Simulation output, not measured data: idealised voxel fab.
You're looking at the process module voxel tone inversion.
Section shown: cut. Width: 255 nm. Cell size: 5 nm, square.
Throughout this document, each cross-section is represented as a grid of square cells and is presented as a sequence of bands enumerated from the top downward, where a band comprises one or more rows of cells.
The band entry comprises the height of the band's top followed by the height of its bottom, expressed in nm, and subsequently the band's materials from left to right, each stated together with its width in nm. Where a single material is marked with the word "everywhere", that material fills the band from edge to edge. The word "empty" represents empty space.
Height 0 is the level under which the wafer as received is all one material. The lowest band goes on downwards, as in "0 -> down".
Graded width ("30->40"): value in top row of band = first number; value in bottom row = second number; row-to-row change constant.
It should be understood that the words "stayed the same", when stated for a given step, signify that the cross-section underwent no change in any of its cells during that step.
Empty spaces without an open route to the top, at least 8 cells in extent, make up the entry "Completely sealed voids"; each is given as width x height at distance, where the distance is measured from the left edge, and all are in nm.
Read whatever lies past the settings on a step's line as the simulator's own remark about the step.
overlay nm: step with mask; distance mask lay right of planned place; negative value = left of planned place.

-- Below is the list of planned process steps
1: RECEIVE [material Si]
2: CONFORMAL_DEP [material SiN] [thk nm 5]
3: DIRECTIONAL_DEP [material polySi] [thk nm 20]
4: PATTERN [tone cover] [mask id POSTS] [material resist] [width nm 15] [pitch nm 40] [thk nm 30] [overlay nm 0]
5: DIRECTIONAL_ETCH [etch materials polySi] [depth nm 20]
6: STRIP [etch materials resist]
7: FILL_DEP [material lowk] [thk nm 5]
8: CMP [height nm 25]
9: STRIP [etch materials polySi]
10: CONFORMAL_DEP [material TiN] [thk nm 5]
11: FILL_DEP [material Cu] [thk nm 5]
12: CMP [height nm 25]
13: CONFORMAL_DEP [material SiN] [thk nm 5]
Heads up: all these wafers start the same, and what changes between them is the width nm in step 4. The value you see in the plan is just what the first wafer got.

-- As received, i.e. after step 1: cross-section through the first of several wafers
    0 -> down: Si everywhere
    Completely sealed voids: none

-- Module finished, last step 13 done: cross-section of the first of several wafers
    30 -> 25: SiN everywhere
    25 -> 10: 60 of lowk; 5 of TiN; 5 of Cu; 5 of TiN; 25 of lowk; 5 of TiN; 5 of Cu; 5 of TiN; 25 of lowk; 5 of TiN; 5 of Cu; 5 of TiN; 25 of lowk; 5 of TiN; 5 of Cu; 5 of TiN; 60 of lowk
    10 -> 5: 60 of lowk; 15 of TiN; 25 of lowk; 15 of TiN; 25 of lowk; 15 of TiN; 25 of lowk; 15 of TiN; 60 of lowk
    5 -> 0: SiN everywhere
    0 -> down: Si everywhere
    Completely sealed voids: none

-- X-section, last wafer, module end
    30 -> 25: SiN everywhere
    25 -> 10: 55 of lowk; 5 of TiN; 15 of Cu; 5 of TiN; 15 of lowk; 5 of TiN; 15 of Cu; 5 of TiN; 15 of lowk; 5 of TiN; 15 of Cu; 5 of TiN; 15 of lowk; 5 of TiN; 15 of Cu; 5 of TiN; 55 of lowk
    10 -> 5: 55 of lowk; 25 of TiN; 15 of lowk; 25 of TiN; 15 of lowk; 25 of TiN; 15 of lowk; 25 of TiN; 55 of lowk
    5 -> 0: SiN everywhere
    0 -> down: Si everywhere
    Completely sealed voids: none

-- Every row in this table is a wafer at the end of the module, and it gives, for each of the materials, the cells that wafer has gained (+) or lost (-) since it was received, then its closed voids
width nm 15, +12 Cu, +102 SiN, +36 TiN, +156 lowk, Completely sealed voids: none
width nm 20, +24 Cu, +102 SiN, +40 TiN, +140 lowk, Completely sealed voids: none
width nm 25, +36 Cu, +102 SiN, +44 TiN, +124 lowk, Completely sealed voids: none
